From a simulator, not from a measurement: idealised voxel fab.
process module | voxel self aligned contacts
The figure presents cross-section cut, which has a width of 250 nm and is divided into square cells with an edge length of 5 nm.
Cross-section spec: square-cell grid; bands listed top down; each band is one or more rows.
Heights first: top, then bottom, in nm. Then materials, left to right, each with a width in nm. "everywhere" on a single material: fills the band edge to edge. "empty": empty space.
Heads up on the height convention: 0 is the point under which the incoming wafer is all one material, and the lowest band has no bottom, it just keeps going down, like "0 down".
The width entry "30 to 40" should be interpreted row by row: the top row of cells in the band takes the first number, the bottom row takes the second number, and the change between adjacent rows is uniform throughout.
"nothing different" -> step changed no cross-section cell.
For the entry "Sealed void inventory", the listed items are empty spaces with no open way to the top whose size is 8 cells or more; each item follows the pattern width x height at distance, where distance is from the left edge and all three are in nm.
Past the settings on a step's line: simulator remark, on that step.
The optional step-line setting "overlay nm" applies to steps with a mask and quantifies how far to the right of its planned location the mask lay, a negative value indicating leftward placement.
# The following list gives the planned process steps
1: RECEIVE, material Si
2: CONFORMAL_DEP, material SiO2, thk nm 5
3: DIRECTIONAL_DEP, material polySi, thk nm 30
4: DIRECTIONAL_DEP, material SiN, thk nm 15
5: PATTERN, tone cover, mask id GATE, material resist, width nm 35, pitch nm 60, thk nm 15, overlay nm 0
6: DIRECTIONAL_ETCH, etch materials SiN, depth nm 15
7: DIRECTIONAL_ETCH, etch materials polySi, depth nm 30
8: STRIP, etch materials resist
9: CONFORMAL_DEP, material SiN, thk nm 5
10: DIRECTIONAL_ETCH, etch materials SiN, depth nm 5
11: FILL_DEP, material SiO2, thk nm 15
12: CMP, height nm 60
13: PATTERN, tone open, mask id CONTACT, material resist, width nm 35, pitch nm 60, thk nm 15, overlay nm 0
14: DIRECTIONAL_ETCH, etch materials SiO2, depth nm 60
15: STRIP, etch materials resist
16: CONFORMAL_DEP, material TiN, thk nm 5
17: FILL_DEP, material Ru, thk nm 5
18: CMP, height nm 60
19: CONFORMAL_DEP, material SiCN, thk nm 5
# First of two wafers, with the run carried out as planned
# Delivered wafer in cross-section: state after step 1
- 0 down  Si everywhere
- Sealed void inventory: none
# The wafer, seen in cross-section, after step 2
- 5 to 0  SiO2 everywhere
- All layers under 0 are left as they were.
# The wafer, seen in cross-section, after step 3
- 35 to 5  polySi everywhere
- All layers under 5 are left as they were.
# The wafer, seen in cross-section, after step 4
- 50 to 35  SiN everywhere
- All layers under 35 are left as they were.
# The wafer, seen in cross-section, after step 5
- 65 to 50  45 nm empty | 35 nm resist | 25 nm empty | 35 nm resist | 25 nm empty | 35 nm resist | 50 nm empty
- All layers under 50 are left as they were.
# The wafer, seen in cross-section, after step 6
- 65 to 50  45 nm empty | 35 nm resist | 25 nm empty | 35 nm resist | 25 nm empty | 35 nm resist | 50 nm empty
- 50 to 35  45 nm empty | 35 nm SiN | 25 nm empty | 35 nm SiN | 25 nm empty | 35 nm SiN | 50 nm empty
- All layers under 35 are left as they were.
# The wafer, seen in cross-section, after step 7
- 65 to 50  45 nm empty | 35 nm resist | 25 nm empty | 35 nm resist | 25 nm empty | 35 nm resist | 50 nm empty
- 50 to 35  45 nm empty | 35 nm SiN | 25 nm empty | 35 nm SiN | 25 nm empty | 35 nm SiN | 50 nm empty
- 35 to 5  45 nm empty | 35 nm polySi | 25 nm empty | 35 nm polySi | 25 nm empty | 35 nm polySi | 50 nm empty
- All layers under 5 are left as they were.
# The wafer, seen in cross-section, after step 8
- 50 to 35  45 nm empty | 35 nm SiN | 25 nm empty | 35 nm SiN | 25 nm empty | 35 nm SiN | 50 nm empty
- All layers under 35 are left as they were.
# The wafer, seen in cross-section, after step 9
- 55 to 35  40 nm empty | 45 nm SiN | 15 nm empty | 45 nm SiN | 15 nm empty | 45 nm SiN | 45 nm empty
- 35 to 10  40 nm empty | 5 nm SiN | 35 nm polySi | 5 nm SiN | 15 nm empty | 5 nm SiN | 35 nm polySi | 5 nm SiN | 15 nm empty | 5 nm SiN | 35 nm polySi | 5 nm SiN | 45 nm empty
- 10 to 5  45 nm SiN | 35 nm polySi | 25 nm SiN | 35 nm polySi | 25 nm SiN | 35 nm polySi | 50 nm SiN
- All layers under 5 are left as they were.
# The wafer, seen in cross-section, after step 10
- 50 to 35  40 nm empty | 45 nm SiN | 15 nm empty | 45 nm SiN | 15 nm empty | 45 nm SiN | 45 nm empty
- 35 to 5  40 nm empty | 5 nm SiN | 35 nm polySi | 5 nm SiN | 15 nm empty | 5 nm SiN | 35 nm polySi | 5 nm SiN | 15 nm empty | 5 nm SiN | 35 nm polySi | 5 nm SiN | 45 nm empty
- All layers under 5 are left as they were.
# The wafer, seen in cross-section, after step 11
- 65 to 50  SiO2 everywhere
- 50 to 35  40 nm SiO2 | 45 nm SiN | 15 nm SiO2 | 45 nm SiN | 15 nm SiO2 | 45 nm SiN | 45 nm SiO2
- 35 to 5  40 nm SiO2 | 5 nm SiN | 35 nm polySi | 5 nm SiN | 15 nm SiO2 | 5 nm SiN | 35 nm polySi | 5 nm SiN | 15 nm SiO2 | 5 nm SiN | 35 nm polySi | 5 nm SiN | 45 nm SiO2
- All layers under 5 are left as they were.
# The wafer, seen in cross-section, after step 12
- 60 to 50  SiO2 everywhere
- All layers under 50 are left as they were.
# The wafer, seen in cross-section, after step 13
- 75 to 60  75 nm resist | 35 nm empty | 25 nm resist | 35 nm empty | 80 nm resist
- All layers under 60 are left as they were.
# The wafer, seen in cross-section, after step 14
- 75 to 60  75 nm resist | 35 nm empty | 25 nm resist | 35 nm empty | 80 nm resist
- 60 to 50  75 nm SiO2 | 35 nm empty | 25 nm SiO2 | 35 nm empty | 80 nm SiO2
- 50 to 35  40 nm SiO2 | 45 nm SiN | 15 nm empty | 45 nm SiN | 15 nm empty | 45 nm SiN | 45 nm SiO2
- 35 to 5  40 nm SiO2 | 5 nm SiN | 35 nm polySi | 5 nm SiN | 15 nm empty | 5 nm SiN | 35 nm polySi | 5 nm SiN | 15 nm empty | 5 nm SiN | 35 nm polySi | 5 nm SiN | 45 nm SiO2
- 5 to 0  85 nm SiO2 | 15 nm empty | 45 nm SiO2 | 15 nm empty | 90 nm SiO2
- All layers under 0 are left as they were.
# The wafer, seen in cross-section, after step 15
- 60 to 50  75 nm SiO2 | 35 nm empty | 25 nm SiO2 | 35 nm empty | 80 nm SiO2
- All layers under 50 are left as they were.
# The wafer, seen in cross-section, after step 16
- 65 to 60  80 nm TiN | 25 nm empty | 35 nm TiN | 25 nm empty | 85 nm TiN
- 60 to 50  75 nm SiO2 | 5 to 15 nm TiN | 25 to 5 nm empty | 5 to 15 nm TiN | 25 nm SiO2 | 5 to 15 nm TiN | 25 to 5 nm empty | 5 to 15 nm TiN | 80 nm SiO2
- 50 to 35  40 nm SiO2 | 45 nm SiN | 5 nm TiN | 5 nm empty | 5 nm TiN | 45 nm SiN | 5 nm TiN | 5 nm empty | 5 nm TiN | 45 nm SiN | 45 nm SiO2
- 35 to 5  40 nm SiO2 | 5 nm SiN | 35 nm polySi | 5 nm SiN | 5 nm TiN | 5 nm empty | 5 nm TiN | 5 nm SiN | 35 nm polySi | 5 nm SiN | 5 nm TiN | 5 nm empty | 5 nm TiN | 5 nm SiN | 35 nm polySi | 5 nm SiN | 45 nm SiO2
- 5 to 0  85 nm SiO2 | 15 nm TiN | 45 nm SiO2 | 15 nm TiN | 90 nm SiO2
- All layers under 0 are left as they were.
# The wafer, seen in cross-section, after step 17
- 70 to 65  Ru everywhere
- 65 to 60  80 nm TiN | 25 nm Ru | 35 nm TiN | 25 nm Ru | 85 nm TiN
- 60 to 50  75 nm SiO2 | 5 to 15 nm TiN | 25 to 5 nm Ru | 5 to 15 nm TiN | 25 nm SiO2 | 5 to 15 nm TiN | 25 to 5 nm Ru | 5 to 15 nm TiN | 80 nm SiO2
- 50 to 35  40 nm SiO2 | 45 nm SiN | 5 nm TiN | 5 nm Ru | 5 nm TiN | 45 nm SiN | 5 nm TiN | 5 nm Ru | 5 nm TiN | 45 nm SiN | 45 nm SiO2
- 35 to 5  40 nm SiO2 | 5 nm SiN | 35 nm polySi | 5 nm SiN | 5 nm TiN | 5 nm Ru | 5 nm TiN | 5 nm SiN | 35 nm polySi | 5 nm SiN | 5 nm TiN | 5 nm Ru | 5 nm TiN | 5 nm SiN | 35 nm polySi | 5 nm SiN | 45 nm SiO2
- All layers under 5 are left as they were.
# The wafer, seen in cross-section, after step 18
- 60 to 50  75 nm SiO2 | 5 to 15 nm TiN | 25 to 5 nm Ru | 5 to 15 nm TiN | 25 nm SiO2 | 5 to 15 nm TiN | 25 to 5 nm Ru | 5 to 15 nm TiN | 80 nm SiO2
- All layers under 50 are left as they were.
# The wafer, seen in cross-section, after step 19
- 65 to 60  SiCN everywhere
- All layers under 60 are left as they were.
# It is to be noted that the second wafer proceeded from the same initial state and according to the same plan as the first, although one mistake was committed in its execution; through step 12, inclusive, the two wafers share an identical history
# Second wafer cross-section, taken as of the time the plan sets for step 13 to be done
- 75 to 60  85 nm resist | 35 nm empty | 25 nm resist | 35 nm empty | 70 nm resist
- All layers under 60 are left as they were.
# Second wafer cross-section, taken as of the time the plan sets for step 14 to be done
- 75 to 60  85 nm resist | 35 nm empty | 25 nm resist | 35 nm empty | 70 nm resist
- 60 to 50  85 nm SiO2 | 35 nm empty | 25 nm SiO2 | 35 nm empty | 70 nm SiO2
- 50 to 35  40 nm SiO2 | 45 nm SiN | 15 nm empty | 45 nm SiN | 15 nm empty | 45 nm SiN | 45 nm SiO2
- 35 to 5  40 nm SiO2 | 5 nm SiN | 35 nm polySi | 5 nm SiN | 15 nm empty | 5 nm SiN | 35 nm polySi | 5 nm SiN | 15 nm empty | 5 nm SiN | 35 nm polySi | 5 nm SiN | 45 nm SiO2
- 5 to 0  85 nm SiO2 | 15 nm empty | 45 nm SiO2 | 15 nm empty | 90 nm SiO2
- All layers under 0 are left as they were.
# Second wafer cross-section, taken as of the time the plan sets for step 15 to be done
- 60 to 50  85 nm SiO2 | 35 nm empty | 25 nm SiO2 | 35 nm empty | 70 nm SiO2
- All layers under 50 are left as they were.
# Second wafer cross-section, taken as of the time the plan sets for step 16 to be done
- 65 to 60  90 nm TiN | 25 nm empty | 35 nm TiN | 25 nm empty | 75 nm TiN
- 60 to 50  85 nm SiO2 | 5 nm TiN | 25 to 5 nm empty | 5 to 25 nm TiN | 25 nm SiO2 | 5 nm TiN | 25 to 5 nm empty | 5 to 25 nm TiN | 70 nm SiO2
- 50 to 35  40 nm SiO2 | 45 nm SiN | 5 nm TiN | 5 nm empty | 5 nm TiN | 45 nm SiN | 5 nm TiN | 5 nm empty | 5 nm TiN | 45 nm SiN | 45 nm SiO2
- 35 to 5  40 nm SiO2 | 5 nm SiN | 35 nm polySi | 5 nm SiN | 5 nm TiN | 5 nm empty | 5 nm TiN | 5 nm SiN | 35 nm polySi | 5 nm SiN | 5 nm TiN | 5 nm empty | 5 nm TiN | 5 nm SiN | 35 nm polySi | 5 nm SiN | 45 nm SiO2
- 5 to 0  85 nm SiO2 | 15 nm TiN | 45 nm SiO2 | 15 nm TiN | 90 nm SiO2
- All layers under 0 are left as they were.
# Second wafer cross-section, taken as of the time the plan sets for step 17 to be done
- 70 to 65  Ru everywhere
- 65 to 60  90 nm TiN | 25 nm Ru | 35 nm TiN | 25 nm Ru | 75 nm TiN
- 60 to 50  85 nm SiO2 | 5 nm TiN | 25 to 5 nm Ru | 5 to 25 nm TiN | 25 nm SiO2 | 5 nm TiN | 25 to 5 nm Ru | 5 to 25 nm TiN | 70 nm SiO2
- 50 to 35  40 nm SiO2 | 45 nm SiN | 5 nm TiN | 5 nm Ru | 5 nm TiN | 45 nm SiN | 5 nm TiN | 5 nm Ru | 5 nm TiN | 45 nm SiN | 45 nm SiO2
- 35 to 5  40 nm SiO2 | 5 nm SiN | 35 nm polySi | 5 nm SiN | 5 nm TiN | 5 nm Ru | 5 nm TiN | 5 nm SiN | 35 nm polySi | 5 nm SiN | 5 nm TiN | 5 nm Ru | 5 nm TiN | 5 nm SiN | 35 nm polySi | 5 nm SiN | 45 nm SiO2
- All layers under 5 are left as they were.
# Second wafer cross-section, taken as of the time the plan sets for step 18 to be done
- 60 to 50  85 nm SiO2 | 5 nm TiN | 25 to 5 nm Ru | 5 to 25 nm TiN | 25 nm SiO2 | 5 nm TiN | 25 to 5 nm Ru | 5 to 25 nm TiN | 70 nm SiO2
- All layers under 50 are left as they were.
# Second wafer cross-section, taken as of the time the plan sets for step 19 to be done
- 65 to 60  SiCN everywhere
- All layers under 60 are left as they were.
Run error: step 13 off recipe, ran as PATTERN, tone open, mask id CONTACT, material resist, width nm 35, pitch nm 60, thk nm 15, overlay nm 10
The two final wafers agree on how many cells each material fills and disagree on which cells those are.
